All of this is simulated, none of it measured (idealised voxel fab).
Process module under the name voxel self aligned vias
Xsec cut, 275 nm wide, square cell size 5 nm.
How to read a cross-section here: the picture is a grid of square cells, written as bands going from the top down, and any band can span one or more rows of cells. Top, bottom (nm), then materials left to right with widths (nm); lone material tagged "edge to edge" fills the whole band edge to edge; "empty" = empty space. Counting heights begins at 0, where everything beneath is, in the wafer as received, one material. The lowest band has no bottom; it goes on downwards, as "0 nm and below" shows. A width such as "30..40" changes by the same amount from each row of cells to the next, from the band's top row to its bottom row. No cell of the cross-section changed in a step that is given as "remained the same". "Sealed voids" means: voids of 8 cells or more that are shut off from the top with no open way through. Written width x height at distance, distance from the left edge, in nm. Where a step's line continues beyond its settings, the continuation is a remark by the simulator itself on that step. A step line may carry the setting "overlay nm", which, for steps involving a mask, states the distance by which the mask lay to the right of its intended position; negative values denote displacement to the left.
Planned step list for the process
1: RECEIVE, material Si
2: CONFORMAL_DEP, material SiO2, thk nm 15
3: CONFORMAL_DEP, material SiCN, thk nm 5
4: DIRECTIONAL_DEP, material lowk, thk nm 30
5: DIRECTIONAL_DEP, material aC, thk nm 15
6: PATTERN, tone open, mask id LINES, material resist, width nm 20, pitch nm 60, thk nm 35, overlay nm 0
7: DIRECTIONAL_ETCH, etch materials aC, depth nm 15
8: STRIP, etch materials resist
9: DIRECTIONAL_ETCH, etch materials lowk, depth nm 30
10: STRIP, etch materials aC
11: CONFORMAL_DEP, material TiN, thk nm 5
12: FILL_DEP, material W, thk nm 10
13: CMP, height nm 50
14: SELECTIVE_ETCH, etch materials W Ru TiN, depth nm 5
15: FILL_DEP, material SiN, thk nm 5
16: CMP, height nm 50
17: DIRECTIONAL_DEP, material lowk, thk nm 20
18: MASKED_ETCH, tone open, mask id VIAS, width nm 30, pitch nm 60, etch materials lowk, depth nm 20, overlay nm 0
19: MASKED_ETCH, tone open, mask id VIAS, width nm 30, pitch nm 60, etch materials SiN, depth nm 5, overlay nm 0
20: CONFORMAL_DEP, material TiN, thk nm 5
21: FILL_DEP, material Cu, thk nm 10
22: CMP, height nm 70
23: CONFORMAL_DEP, material SiN, thk nm 5
So, the first of our two wafers, run just as we planned it
Cross-section of the incoming wafer, state after step 1
> 0 nm and below = Si edge to edge
> Sealed voids: none
Step 2 complete: cross-section through the wafer
> 15 nm to 0 nm = SiO2 edge to edge
> All layers under 0 are left as they were.
Step 3 complete: cross-section through the wafer
> 20 nm to 15 nm = SiCN edge to edge
> All layers under 15 are left as they were.
Step 4 complete: cross-section through the wafer
> 50 nm to 20 nm = lowk edge to edge
> All layers under 20 are left as they were.
Step 5 complete: cross-section through the wafer
> 65 nm to 50 nm = aC edge to edge
> All layers under 50 are left as they were.
Step 6 complete: cross-section through the wafer
> 100 nm to 65 nm = 65 resist, then 20 empty, then 40 resist, then 20 empty, then 40 resist, then 20 empty, then 70 resist
> All layers under 65 are left as they were.
Step 7 complete: cross-section through the wafer
> 85 nm to 65 nm = 65 resist, then 20 empty, then 40 resist, then 20 empty, then 40 resist, then 20 empty, then 70 resist
> 65 nm to 50 nm = 65 aC, then 20 empty, then 40 aC, then 20 empty, then 40 aC, then 20 empty, then 70 aC
> All layers under 50 are left as they were.
Step 8 complete: cross-section through the wafer
> 65 nm to 50 nm = 65 aC, then 20 empty, then 40 aC, then 20 empty, then 40 aC, then 20 empty, then 70 aC
> All layers under 50 are left as they were.
Step 9 complete: cross-section through the wafer
> 65 nm to 50 nm = 65 aC, then 20 empty, then 40 aC, then 20 empty, then 40 aC, then 20 empty, then 70 aC
> 50 nm to 20 nm = 65 lowk, then 20 empty, then 40 lowk, then 20 empty, then 40 lowk, then 20 empty, then 70 lowk
> All layers under 20 are left as they were.
Step 10 complete: cross-section through the wafer
> 50 nm to 20 nm = 65 lowk, then 20 empty, then 40 lowk, then 20 empty, then 40 lowk, then 20 empty, then 70 lowk
> All layers under 20 are left as they were.
Step 11 complete: cross-section through the wafer
> 55 nm to 50 nm = 70 TiN, then 10 empty, then 50 TiN, then 10 empty, then 50 TiN, then 10 empty, then 75 TiN
> 50 nm to 25 nm = 65 lowk, then 5 TiN, then 10 empty, then 5 TiN, then 40 lowk, then 5 TiN, then 10 empty, then 5 TiN, then 40 lowk, then 5 TiN, then 10 empty, then 5 TiN, then 70 lowk
> 25 nm to 20 nm = 65 lowk, then 20 TiN, then 40 lowk, then 20 TiN, then 40 lowk, then 20 TiN, then 70 lowk
> All layers under 20 are left as they were.
Step 12 complete: cross-section through the wafer
> 65 nm to 55 nm = W edge to edge
> 55 nm to 50 nm = 70 TiN, then 10 W, then 50 TiN, then 10 W, then 50 TiN, then 10 W, then 75 TiN
> 50 nm to 25 nm = 65 lowk, then 5 TiN, then 10 W, then 5 TiN, then 40 lowk, then 5 TiN, then 10 W, then 5 TiN, then 40 lowk, then 5 TiN, then 10 W, then 5 TiN, then 70 lowk
> All layers under 25 are left as they were.
Step 13 complete: cross-section through the wafer
> 50 nm to 25 nm = 65 lowk, then 5 TiN, then 10 W, then 5 TiN, then 40 lowk, then 5 TiN, then 10 W, then 5 TiN, then 40 lowk, then 5 TiN, then 10 W, then 5 TiN, then 70 lowk
> All layers under 25 are left as they were.
Step 14 complete: cross-section through the wafer
> 50 nm to 45 nm = 65 lowk, then 20 empty, then 40 lowk, then 20 empty, then 40 lowk, then 20 empty, then 70 lowk
> All layers under 45 are left as they were.
Step 15 complete: cross-section through the wafer
> 55 nm to 50 nm = SiN edge to edge
> 50 nm to 45 nm = 65 lowk, then 20 SiN, then 40 lowk, then 20 SiN, then 40 lowk, then 20 SiN, then 70 lowk
> All layers under 45 are left as they were.
Step 16 complete: cross-section through the wafer
> 50 nm to 45 nm = 65 lowk, then 20 SiN, then 40 lowk, then 20 SiN, then 40 lowk, then 20 SiN, then 70 lowk
> All layers under 45 are left as they were.
Step 17 complete: cross-section through the wafer
> 70 nm to 50 nm = lowk edge to edge
> All layers under 50 are left as they were.
Step 18 complete: cross-section through the wafer
> 70 nm to 50 nm = 60 lowk, then 30 empty, then 30 lowk, then 30 empty, then 30 lowk, then 30 empty, then 65 lowk
> All layers under 50 are left as they were.
Step 19 complete: cross-section through the wafer
> 70 nm to 50 nm = 60 lowk, then 30 empty, then 30 lowk, then 30 empty, then 30 lowk, then 30 empty, then 65 lowk
> 50 nm to 45 nm = 65 lowk, then 20 empty, then 40 lowk, then 20 empty, then 40 lowk, then 20 empty, then 70 lowk
> All layers under 45 are left as they were.
Step 20 complete: cross-section through the wafer
> 75 nm to 70 nm = 65 TiN, then 20 empty, then 40 TiN, then 20 empty, then 40 TiN, then 20 empty, then 70 TiN
> 70 nm to 55 nm = 60 lowk, then 5 TiN, then 20 empty, then 5 TiN, then 30 lowk, then 5 TiN, then 20 empty, then 5 TiN, then 30 lowk, then 5 TiN, then 20 empty, then 5 TiN, then 65 lowk
> 55 nm to 50 nm = 60 lowk, then 10 TiN, then 10 empty, then 10 TiN, then 30 lowk, then 10 TiN, then 10 empty, then 10 TiN, then 30 lowk, then 10 TiN, then 10 empty, then 10 TiN, then 65 lowk
> 50 nm to 45 nm = 65 lowk, then 20 TiN, then 40 lowk, then 20 TiN, then 40 lowk, then 20 TiN, then 70 lowk
> All layers under 45 are left as they were.
Step 21 complete: cross-section through the wafer
> 85 nm to 75 nm = Cu edge to edge
> 75 nm to 70 nm = 65 TiN, then 20 Cu, then 40 TiN, then 20 Cu, then 40 TiN, then 20 Cu, then 70 TiN
> 70 nm to 55 nm = 60 lowk, then 5 TiN, then 20 Cu, then 5 TiN, then 30 lowk, then 5 TiN, then 20 Cu, then 5 TiN, then 30 lowk, then 5 TiN, then 20 Cu, then 5 TiN, then 65 lowk
> 55 nm to 50 nm = 60 lowk, then 10 TiN, then 10 Cu, then 10 TiN, then 30 lowk, then 10 TiN, then 10 Cu, then 10 TiN, then 30 lowk, then 10 TiN, then 10 Cu, then 10 TiN, then 65 lowk
> All layers under 50 are left as they were.
Step 22 complete: cross-section through the wafer
> 70 nm to 55 nm = 60 lowk, then 5 TiN, then 20 Cu, then 5 TiN, then 30 lowk, then 5 TiN, then 20 Cu, then 5 TiN, then 30 lowk, then 5 TiN, then 20 Cu, then 5 TiN, then 65 lowk
> All layers under 55 are left as they were.
Step 23 complete: cross-section through the wafer
> 75 nm to 70 nm = SiN edge to edge
> All layers under 70 are left as they were.
Second wafer, same starting conditions and recipe as the first, one mistake in executing it, nothing differs from the first up to and including step 17
What the second wafer looks like in cross-section when step 18 should have wrapped up
> 70 nm to 50 nm = 55 lowk, then 40 empty, then 20 lowk, then 40 empty, then 20 lowk, then 40 empty, then 60 lowk
> All layers under 50 are left as they were.
What the second wafer looks like in cross-section when step 19 should have wrapped up
> 70 nm to 50 nm = 55 lowk, then 40 empty, then 20 lowk, then 40 empty, then 20 lowk, then 40 empty, then 60 lowk
> 50 nm to 45 nm = 65 lowk, then 20 empty, then 40 lowk, then 20 empty, then 40 lowk, then 20 empty, then 70 lowk
> All layers under 45 are left as they were.
What the second wafer looks like in cross-section when step 20 should have wrapped up
> 75 nm to 70 nm = 60 TiN, then 30 empty, then 30 TiN, then 30 empty, then 30 TiN, then 30 empty, then 65 TiN
> 70 nm to 55 nm = 55 lowk, then 5 TiN, then 30 empty, then 5 TiN, then 20 lowk, then 5 TiN, then 30 empty, then 5 TiN, then 20 lowk, then 5 TiN, then 30 empty, then 5 TiN, then 60 lowk
> 55 nm to 50 nm = 55 lowk, then 15 TiN, then 10 empty, then 15 TiN, then 20 lowk, then 15 TiN, then 10 empty, then 15 TiN, then 20 lowk, then 15 TiN, then 10 empty, then 15 TiN, then 60 lowk
> 50 nm to 45 nm = 65 lowk, then 20 TiN, then 40 lowk, then 20 TiN, then 40 lowk, then 20 TiN, then 70 lowk
> All layers under 45 are left as they were.
What the second wafer looks like in cross-section when step 21 should have wrapped up
> 85 nm to 75 nm = Cu edge to edge
> 75 nm to 70 nm = 60 TiN, then 30 Cu, then 30 TiN, then 30 Cu, then 30 TiN, then 30 Cu, then 65 TiN
> 70 nm to 55 nm = 55 lowk, then 5 TiN, then 30 Cu, then 5 TiN, then 20 lowk, then 5 TiN, then 30 Cu, then 5 TiN, then 20 lowk, then 5 TiN, then 30 Cu, then 5 TiN, then 60 lowk
> 55 nm to 50 nm = 55 lowk, then 15 TiN, then 10 Cu, then 15 TiN, then 20 lowk, then 15 TiN, then 10 Cu, then 15 TiN, then 20 lowk, then 15 TiN, then 10 Cu, then 15 TiN, then 60 lowk
> All layers under 50 are left as they were.
What the second wafer looks like in cross-section when step 22 should have wrapped up
> 70 nm to 55 nm = 55 lowk, then 5 TiN, then 30 Cu, then 5 TiN, then 20 lowk, then 5 TiN, then 30 Cu, then 5 TiN, then 20 lowk, then 5 TiN, then 30 Cu, then 5 TiN, then 60 lowk
> All layers under 55 are left as they were.
What the second wafer looks like in cross-section when step 23 should have wrapped up
> 75 nm to 70 nm = SiN edge to edge
> All layers under 70 are left as they were.
What broke from the plan during processing? step 18 was not run as planned; what actually ran was MASKED_ETCH, tone open, mask id VIAS, width nm 40, pitch nm 60, etch materials lowk, depth nm 20, overlay nm 0
Once processing is complete, comparing cell counts shows that the second wafer has more or fewer of certain materials than the first: Cu +18, TiN +6, lowk -24
